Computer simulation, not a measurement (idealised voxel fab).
process module | voxel tone inversion
cross-section cut | 180 nm wide | cells 5 nm
A cross-section is a grid of square cells, given in bands from the top down. A band is one or more rows of cells.
Each band's line starts with the height of the band's top and of its bottom, in nm. Then come its materials from left to right, each with its width in nm. One material with "throughout" fills the band from edge to edge. "air" is empty space.
Height 0 is the level under which the wafer as received is all one material. The lowest band goes on downwards, as in "0 down".
A width such as "30 to 40" changes by the same amount from each row of cells to the next, from the band's top row to its bottom row.
"no change" after a step means that no cell of the cross-section changed.
closed voids: empty space of 8 cells or more with no open way to the top, each as width x height at its distance from the left edge, in nm
after a step's settings: what the simulator itself notes on the step
overlay nm, on a step with a mask: how far to the right of its planned place the mask lay; to the left if negative
Each pair below shows a cross-section before one step and the cross-section after it, down to the lowest band that changed. The line under each pair gives the step between them, with its settings. The pairs can come from different runs of this module on the same starting wafer, so a pair continues from the pair above only where its "before" says so.
before
  0 down: Si throughout
  closed voids: none
after
  5 to 0: SiCN throughout
  below 0: unchanged
  closed voids: none
the step between: op CONFORMAL_DEP | material SiCN | thk nm 5
before: the cross-section after the pair above
after
  20 to 5: aC throughout
  below 5: unchanged
  closed voids: none
the step between: op DIRECTIONAL_DEP | material aC | thk nm 15
before: the cross-section after the pair above
after
  45 to 20: air 60 | resist 15 | air 30 | resist 15 | air 60
  below 20: unchanged
  closed voids: none
the step between: op PATTERN | tone cover | mask id POSTS | material resist | width nm 15 | pitch nm 45 | thk nm 25 | overlay nm 0
before: the cross-section after the pair above
after
  30 to 20: air 60 | resist 15 | air 30 | resist 15 | air 60
  20 to 5: air 60 | aC 15 | air 30 | aC 15 | air 60
  below 5: unchanged
  closed voids: none
the step between: op DIRECTIONAL_ETCH | etch materials aC | depth nm 15
before: the cross-section after the pair above
after
  20 to 5: air 60 | aC 15 | air 30 | aC 15 | air 60
  below 5: unchanged
  closed voids: none
the step between: op STRIP | etch materials resist
before: the cross-section after the pair above
after
  30 to 20: SiO2 throughout
  20 to 5: SiO2 60 | aC 15 | SiO2 30 | aC 15 | SiO2 60
  below 5: unchanged
  closed voids: none
the step between: op FILL_DEP | material SiO2 | thk nm 10
before: the cross-section after the pair above
after
  20 to 5: SiO2 60 | aC 15 | SiO2 30 | aC 15 | SiO2 60
  below 5: unchanged
  closed voids: none
the step between: op CMP | height nm 20
before: the cross-section after the pair above
after
  20 to 5: SiO2 60 | air 15 | SiO2 30 | air 15 | SiO2 60
  below 5: unchanged
  closed voids: none
the step between: op STRIP | etch materials aC
before
  0 down: Si throughout
  closed voids: none
after
  15 to 0: aC throughout
  below 0: unchanged
  closed voids: none
the step between: op DIRECTIONAL_DEP | material aC | thk nm 15
before: the cross-section after the pair above
after
  40 to 15: air 60 | resist 15 | air 30 | resist 15 | air 60
  below 15: unchanged
  closed voids: none
the step between: op PATTERN | tone cover | mask id POSTS | material resist | width nm 15 | pitch nm 45 | thk nm 25 | overlay nm 0
before: the cross-section after the pair above
after
  25 to 15: air 60 | resist 15 | air 30 | resist 15 | air 60
  15 to 0: air 60 | aC 15 | air 30 | aC 15 | air 60
  below 0: unchanged
  closed voids: none
the step between: op DIRECTIONAL_ETCH | etch materials aC | depth nm 15
before: the cross-section after the pair above
after
  15 to 0: air 60 | aC 15 | air 30 | aC 15 | air 60
  below 0: unchanged
  closed voids: none
the step between: op STRIP | etch materials resist
before: the cross-section after the pair above
after
  25 to 15: SiO2 throughout
  15 to 0: SiO2 60 | aC 15 | SiO2 30 | aC 15 | SiO2 60
  below 0: unchanged
  closed voids: none
the step between: op FILL_DEP | material SiO2 | thk nm 10
before: the cross-section after the pair above
after
  20 to 15: SiO2 throughout
  below 15: unchanged
  closed voids: none
the step between: op CMP | height nm 20
before
  15 to 0: aC throughout
  0 down: Si throughout
  closed voids: none
after
  20 to 15: SiCN throughout
  below 15: unchanged
  closed voids: none
the step between: op CONFORMAL_DEP | material SiCN | thk nm 5
before: the cross-section after the pair above
after
  45 to 20: air 60 | resist 15 | air 30 | resist 15 | air 60
  below 20: unchanged
  closed voids: none
the step between: op PATTERN | tone cover | mask id POSTS | material resist | width nm 15 | pitch nm 45 | thk nm 25 | overlay nm 0
before: the cross-section after the pair above
after
  30 to 20: air 60 | resist 15 | air 30 | resist 15 | air 60
  below 20: unchanged
  closed voids: none
the step between: op DIRECTIONAL_ETCH | etch materials aC | depth nm 15
before: the cross-section after the pair above
after
  20 to 15: SiCN throughout
  below 15: unchanged
  closed voids: none
the step between: op STRIP | etch materials resist
before: the cross-section after the pair above
after
  30 to 20: SiO2 throughout
  below 20: unchanged
  closed voids: none
the step between: op FILL_DEP | material SiO2 | thk nm 10
before: the cross-section after the pair above
after
  20 to 15: SiCN throughout
  below 15: unchanged
  closed voids: none
the step between: op CMP | height nm 20
before
  0 down: Si throughout
  closed voids: none
after
  15 to 0: SiCN throughout
  below 0: unchanged
  closed voids: none
the step between: op CONFORMAL_DEP | material SiCN | thk nm 15
before: the cross-section after the pair above
after
  30 to 15: aC throughout
  below 15: unchanged
  closed voids: none
the step between: op DIRECTIONAL_DEP | material aC | thk nm 15
before: the cross-section after the pair above
after
  55 to 30: air 60 | resist 15 | air 30 | resist 15 | air 60
  below 30: unchanged
  closed voids: none
the step between: op PATTERN | tone cover | mask id POSTS | material resist | width nm 15 | pitch nm 45 | thk nm 25 | overlay nm 0
before: the cross-section after the pair above
after
  40 to 30: air 60 | resist 15 | air 30 | resist 15 | air 60
  30 to 15: air 60 | aC 15 | air 30 | aC 15 | air 60
  below 15: unchanged
  closed voids: none
the step between: op DIRECTIONAL_ETCH | etch materials aC | depth nm 15
before: the cross-section after the pair above
after
  30 to 15: air 60 | aC 15 | air 30 | aC 15 | air 60
  below 15: unchanged
  closed voids: none
the step between: op STRIP | etch materials resist
before: the cross-section after the pair above
after
  40 to 30: SiO2 throughout
  30 to 15: SiO2 60 | aC 15 | SiO2 30 | aC 15 | SiO2 60
  below 15: unchanged
  closed voids: none
the step between: op FILL_DEP | material SiO2 | thk nm 10
before: the cross-section after the pair above
after
  20 to 15: SiO2 60 | aC 15 | SiO2 30 | aC 15 | SiO2 60
  below 15: unchanged
  closed voids: none
the step between: op CMP | height nm 20
before: the cross-section after the pair above
after
  20 to 15: SiO2 60 | air 15 | SiO2 30 | air 15 | SiO2 60
  below 15: unchanged
  closed voids: none
the step between: op STRIP | etch materials aC
before
  20 to 5: aC throughout
  5 to 0: SiCN throughout
  0 down: Si throughout
  closed voids: none
after
  45 to 20: air 60 | resist 20 | air 25 | resist 20 | air 55
  below 20: unchanged
  closed voids: none
the step between: op PATTERN | tone cover | mask id POSTS | material resist | width nm 20 | pitch nm 45 | thk nm 25 | overlay nm 0
before: the cross-section after the pair above
after
  30 to 20: air 60 | resist 20 | air 25 | resist 20 | air 55
  20 to 5: air 60 | aC 20 | air 25 | aC 20 | air 55
  below 5: unchanged
  closed voids: none
the step between: op DIRECTIONAL_ETCH | etch materials aC | depth nm 15
before: the cross-section after the pair above
after
  20 to 5: air 60 | aC 20 | air 25 | aC 20 | air 55
  below 5: unchanged
  closed voids: none
the step between: op STRIP | etch materials resist
before: the cross-section after the pair above
after
  30 to 20: SiO2 throughout
  20 to 5: SiO2 60 | aC 20 | SiO2 25 | aC 20 | SiO2 55
  below 5: unchanged
  closed voids: none
the step between: op FILL_DEP | material SiO2 | thk nm 10
before: the cross-section after the pair above
after
  20 to 5: SiO2 60 | aC 20 | SiO2 25 | aC 20 | SiO2 55
  below 5: unchanged
  closed voids: none
the step between: op CMP | height nm 20
before: the cross-section after the pair above
after
  20 to 5: SiO2 60 | air 20 | SiO2 25 | air 20 | SiO2 55
  below 5: unchanged
  closed voids: none
the step between: op STRIP | etch materials aC
before
  20 to 5: aC throughout
  5 to 0: SiCN throughout
  0 down: Si throughout
  closed voids: none
after
  45 to 20: air 65 | resist 15 | air 30 | resist 15 | air 55
  below 20: unchanged
  closed voids: none
the step between: op PATTERN | tone cover | mask id POSTS | material resist | width nm 15 | pitch nm 45 | thk nm 25 | overlay nm 5
before: the cross-section after the pair above
after
  30 to 20: air 65 | resist 15 | air 30 | resist 15 | air 55
  20 to 5: air 65 | aC 15 | air 30 | aC 15 | air 55
  below 5: unchanged
  closed voids: none
the step between: op DIRECTIONAL_ETCH | etch materials aC | depth nm 15
before: the cross-section after the pair above
after
  20 to 5: air 65 | aC 15 | air 30 | aC 15 | air 55
  below 5: unchanged
  closed voids: none
the step between: op STRIP | etch materials resist
before: the cross-section after the pair above
after
  30 to 20: SiO2 throughout
  20 to 5: SiO2 65 | aC 15 | SiO2 30 | aC 15 | SiO2 55
  below 5: unchanged
  closed voids: none
the step between: op FILL_DEP | material SiO2 | thk nm 10
before: the cross-section after the pair above
after
  20 to 5: SiO2 65 | aC 15 | SiO2 30 | aC 15 | SiO2 55
  below 5: unchanged
  closed voids: none
the step between: op CMP | height nm 20
before: the cross-section after the pair above
after
  20 to 5: SiO2 65 | air 15 | SiO2 30 | air 15 | SiO2 55
  below 5: unchanged
  closed voids: none
the step between: op STRIP | etch materials aC
before
  5 to 0: SiCN throughout
  0 down: Si throughout
  closed voids: none
after
  20 to 0: SiCN throughout
  below 0: unchanged
  closed voids: none
the step between: op DIRECTIONAL_DEP | material SiCN | thk nm 15
before: the cross-section after the pair above
after
  45 to 20: air 60 | resist 15 | air 30 | resist 15 | air 60
  below 20: unchanged
  closed voids: none
the step between: op PATTERN | tone cover | mask id POSTS | material resist | width nm 15 | pitch nm 45 | thk nm 25 | overlay nm 0
before: the cross-section after the pair above
after
  30 to 20: air 60 | resist 15 | air 30 | resist 15 | air 60
  below 20: unchanged
  closed voids: none
the step between: op DIRECTIONAL_ETCH | etch materials aC | depth nm 15
before: the cross-section after the pair above
after
  20 to 0: SiCN throughout
  below 0: unchanged
  closed voids: none
the step between: op STRIP | etch materials resist
before: the cross-section after the pair above
after
  30 to 20: SiO2 throughout
  below 20: unchanged
  closed voids: none
the step between: op FILL_DEP | material SiO2 | thk nm 10
before: the cross-section after the pair above
after
  20 to 0: SiCN throughout
  below 0: unchanged
  closed voids: none
the step between: op CMP | height nm 20
before
  20 to 5: aC throughout
  5 to 0: SiCN throughout
  0 down: Si throughout
  closed voids: none
after
  45 to 20: resist 60 | air 15 | resist 30 | air 15 | resist 60
  below 20: unchanged
  closed voids: none
the step between: op PATTERN | tone open | mask id POSTS | material resist | width nm 15 | pitch nm 45 | thk nm 25 | overlay nm 0
before: the cross-section after the pair above
after
  30 to 20: resist 60 | air 15 | resist 30 | air 15 | resist 60
  20 to 5: aC 60 | air 15 | aC 30 | air 15 | aC 60
  below 5: unchanged
  closed voids: none
the step between: op DIRECTIONAL_ETCH | etch materials aC | depth nm 15
before: the cross-section after the pair above
after
  20 to 5: aC 60 | air 15 | aC 30 | air 15 | aC 60
  below 5: unchanged
  closed voids: none
the step between: op STRIP | etch materials resist
before: the cross-section after the pair above
after
  30 to 20: SiO2 throughout
  20 to 5: aC 60 | SiO2 15 | aC 30 | SiO2 15 | aC 60
  below 5: unchanged
  closed voids: none
the step between: op FILL_DEP | material SiO2 | thk nm 10
before: the cross-section after the pair above
after
  20 to 5: aC 60 | SiO2 15 | aC 30 | SiO2 15 | aC 60
  below 5: unchanged
  closed voids: none
the step between: op CMP | height nm 20
before: the cross-section after the pair above
after
  20 to 5: air 60 | SiO2 15 | air 30 | SiO2 15 | air 60
  below 5: unchanged
  closed voids: none
the step between: op STRIP | etch materials aC
